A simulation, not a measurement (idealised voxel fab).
process module | voxel gate over fins
cross-section cut | 200 nm wide | cells 5 nm
A cross-section is a grid of square cells, given in bands from the top down. A band is one or more rows of cells.
Each band's line starts with the height of the band's top and of its bottom, in nm. Then come its materials from left to right, each with its width in nm. One material with "throughout" fills the band from edge to edge. "air" is empty space.
Height 0 is the level under which the wafer as received is all one material. The lowest band goes on downwards, as in "0 down".
A width such as "30 to 40" changes by the same amount from each row of cells to the next, from the band's top row to its bottom row.
"no change" after a step means that no cell of the cross-section changed.
closed voids: empty space of 8 cells or more with no open way to the top, each as width x height at its distance from the left edge, in nm
after a step's settings: what the simulator itself notes on the step
overlay nm, on a step with a mask: how far to the right of its planned place the mask lay; to the left if negative
plan
1 op RECEIVE | material Si
2 op CONFORMAL_DEP | material SiN | thk nm 10
3 op PATTERN | tone cover | mask id FINS | material resist | width nm 15 | pitch nm 60 | thk nm 15 | overlay nm 0
4 op DIRECTIONAL_ETCH | etch materials SiN | depth nm 10
5 op DIRECTIONAL_ETCH | etch materials Si | depth nm 35
6 op STRIP | etch materials resist
7 op FILL_DEP | material SiO2 | thk nm 5
8 op CMP | height nm 10
9 op DIRECTIONAL_DEP | material aC | thk nm 15
10 op PATTERN | tone open | mask id RAIL | material resist | width nm 15 | thk nm 30 | overlay nm 0
11 op DIRECTIONAL_ETCH | etch materials aC | depth nm 15
12 op STRIP | etch materials resist
13 op DIRECTIONAL_ETCH | etch materials SiO2 | depth nm 40
14 op STRIP | etch materials aC
15 op CONFORMAL_DEP | material TiN | thk nm 5
16 op FILL_DEP | material W | thk nm 5
17 op CMP | height nm 10
18 op SELECTIVE_ETCH | etch materials W Ru TiN | depth nm 30
19 op FILL_DEP | material SiO2 | thk nm 5
20 op CMP | height nm 10
21 op SELECTIVE_ETCH | etch materials SiO2 | depth nm 25
22 op STRIP | etch materials SiN
23 op CONFORMAL_DEP | material HfO2 | thk nm 5
24 op CONFORMAL_DEP | material TiN | thk nm 5
25 op CONFORMAL_DEP | material TiAl | thk nm 5
26 op CONFORMAL_DEP | material TiN | thk nm 5
27 op FILL_DEP | material W | thk nm 15
28 op CMP | height nm 30
29 op CONFORMAL_DEP | material SiCN | thk nm 5
as received, after step 1
  0 down: Si throughout
  closed voids: none
first wafer at the end, as planned
  35 to 30: SiCN throughout
  30 to 20: W throughout
  20 to 15: W 40 | TiN 55 | W 5 | TiN 55 | W 45
  15 to 10: W 40 | TiN 5 | TiAl 45 | TiN 5 | W 5 | TiN 5 | TiAl 45 | TiN 5 | W 45
  10 to 5: W 40 | TiN 5 | TiAl 5 | TiN 35 | TiAl 5 | TiN 5 | W 5 | TiN 5 | TiAl 5 | TiN 35 | TiAl 5 | TiN 5 | W 45
  5 to 0: TiN 45 | TiAl 5 | TiN 5 | HfO2 25 | TiN 5 | TiAl 5 | TiN 15 | TiAl 5 | TiN 5 | HfO2 25 | TiN 5 | TiAl 5 | TiN 50
  0 to -5: TiAl 50 | TiN 5 | HfO2 5 | Si 15 | HfO2 5 | TiN 5 | TiAl 25 | TiN 5 | HfO2 5 | Si 15 | HfO2 5 | TiN 5 | TiAl 55
  -5 to -10: TiN 55 | HfO2 5 | Si 15 | HfO2 5 | TiN 35 | HfO2 5 | Si 15 | HfO2 5 | TiN 60
  -10 to -15: HfO2 60 | Si 15 | HfO2 45 | Si 15 | HfO2 65
  -15 to -20: SiO2 60 | Si 15 | SiO2 45 | Si 15 | SiO2 65
  -20 to -25: SiO2 60 | Si 15 | SiO2 15 | TiN 5 | W 5 | TiN 5 | SiO2 15 | Si 15 | SiO2 65
  -25 to -30: SiO2 60 | Si 15 | SiO2 15 | TiN 15 | SiO2 15 | Si 15 | SiO2 65
  -30 to -35: SiO2 60 | Si 15 | SiO2 45 | Si 15 | SiO2 65
  -35 down: Si throughout
  closed voids: none
second wafer at the end: like start, like plan, one mistake
  35 to 30: SiCN throughout
  30 to 15: W throughout
  15 to 10: W 45 | TiN 45 | W 15 | TiN 45 | W 50
  10 to 5: W 45 | TiN 5 | TiAl 35 | TiN 5 | W 15 | TiN 5 | TiAl 35 | TiN 5 | W 50
  5 to 0: W 45 | TiN 5 | TiAl 5 | HfO2 25 | TiAl 5 | TiN 5 | W 15 | TiN 5 | TiAl 5 | HfO2 25 | TiAl 5 | TiN 5 | W 50
  0 to -5: TiN 50 | TiAl 5 | HfO2 5 | Si 15 | HfO2 5 | TiAl 5 | TiN 25 | TiAl 5 | HfO2 5 | Si 15 | HfO2 5 | TiAl 5 | TiN 55
  -5 to -10: TiAl 55 | HfO2 5 | Si 15 | HfO2 5 | TiAl 35 | HfO2 5 | Si 15 | HfO2 5 | TiAl 60
  -10 to -15: HfO2 60 | Si 15 | HfO2 45 | Si 15 | HfO2 65
  -15 to -20: SiO2 60 | Si 15 | SiO2 45 | Si 15 | SiO2 65
  -20 to -25: SiO2 60 | Si 15 | SiO2 15 | TiN 5 | W 5 | TiN 5 | SiO2 15 | Si 15 | SiO2 65
  -25 to -30: SiO2 60 | Si 15 | SiO2 15 | TiN 15 | SiO2 15 | Si 15 | SiO2 65
  -30 to -35: SiO2 60 | Si 15 | SiO2 45 | Si 15 | SiO2 65
  -35 down: Si throughout
  closed voids: none
what went wrong: step 24 was left out
at the end the second wafer has, in cells: 52 fewer of TiN | 52 more of W
